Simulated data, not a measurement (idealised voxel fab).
Presented below is a process module, voxel fin reveal.
Section shown: cut. Width: 290 nm. Cell size: 5 nm, square.
In this document a cross-section is written as a grid of square cells. It is given as a series of bands, listed from the top down, and a band is one or more rows of cells.
Per band: top height and bottom height in nm, followed by the left-to-right materials and their widths in nm; "edge to edge" marks a single material spanning edge to edge, "empty" marks empty space.
Note: height 0 marks the level under which the wafer is uniformly one material as received. Lowest band unbounded below, written "0 and below".
You'd read "30->40" like this: the band's top row of cells is as wide as the first number, its bottom row is as wide as the second, and going down, every row changes width by the same amount as the row before did.
Where the words "no modifications" appear for a step, the cross-section shows no cell changed by that step; every cell remained as before.
Closed empty spaces (no open way to the top) of 8 cells or more are what "Closed void list" lists, each as width x height at distance from the left edge, nm for all three.
Read whatever lies past the settings on a step's line as the simulator's own remark about the step.
The line of a step may include "overlay nm". On a step with a mask, this value is how far to the right of its planned place the mask lay. A negative value means the mask lay to the left.
**Steps in the process plan**
1) RECEIVE,material Si
2) CONFORMAL_DEP,material SiN,thk nm 5
3) DIRECTIONAL_DEP,material aC,thk nm 15
4) PATTERN,tone cover,mask id FINS,material resist,width nm 15,pitch nm 35,thk nm 30,overlay nm 0
5) DIRECTIONAL_ETCH,etch materials aC,depth nm 15
6) STRIP,etch materials resist
7) DIRECTIONAL_ETCH,etch materials SiN,depth nm 5
8) DIRECTIONAL_ETCH,etch materials Si,depth nm 35
9) STRIP,etch materials aC
10) OXIDIZE,depth nm 5
11) FILL_DEP,material SiO2,thk nm 15
12) CMP,height nm 5
13) SELECTIVE_ETCH,etch materials SiO2,depth nm 25
14) STRIP,etch materials SiN
15) CONFORMAL_DEP,material SiO2,thk nm 5
**As-received wafer cross-section (after step 1)**
0 and below = Si edge to edge
Closed void list: none
**End-of-module cross-section of the first of two wafers, processed as planned**
5 down to 0 = empty 85, then SiO2 15, then empty 20, then SiO2 15, then empty 20, then SiO2 15, then empty 20, then SiO2 15, then empty 85
0 down to -15 = empty 85, then SiO2 5, then Si 5, then SiO2 5, then empty 20, then SiO2 5, then Si 5, then SiO2 5, then empty 20, then SiO2 5, then Si 5, then SiO2 5, then empty 20, then SiO2 5, then Si 5, then SiO2 5, then empty 85
-15 down to -40 = SiO2 90, then Si 5, then SiO2 30, then Si 5, then SiO2 30, then Si 5, then SiO2 30, then Si 5, then SiO2 90
-40 and below = Si edge to edge
Closed void list: none
**This is the second of the two wafers, cross-sectioned at the end of the module; it started exactly like the first and was given the same plan, but it was run with one mistake**
5 down to 0 = empty 85, then SiO2 20, then empty 15, then SiO2 20, then empty 15, then SiO2 20, then empty 15, then SiO2 20, then empty 80
0 down to -15 = empty 85, then SiO2 5, then Si 10, then SiO2 5, then empty 15, then SiO2 5, then Si 10, then SiO2 5, then empty 15, then SiO2 5, then Si 10, then SiO2 5, then empty 15, then SiO2 5, then Si 10, then SiO2 5, then empty 80
-15 down to -40 = SiO2 90, then Si 10, then SiO2 25, then Si 10, then SiO2 25, then Si 10, then SiO2 25, then Si 10, then SiO2 85
-40 and below = Si edge to edge
Closed void list: none
The mistake made against the process plan was this: in deviation from the planned setting, step 4 was conducted as PATTERN,tone cover,mask id FINS,material resist,width nm 20,pitch nm 35,thk nm 30,overlay nm 0
Final cells, second wafer relative to first, materials higher or lower: +32 Si | -16 SiO2
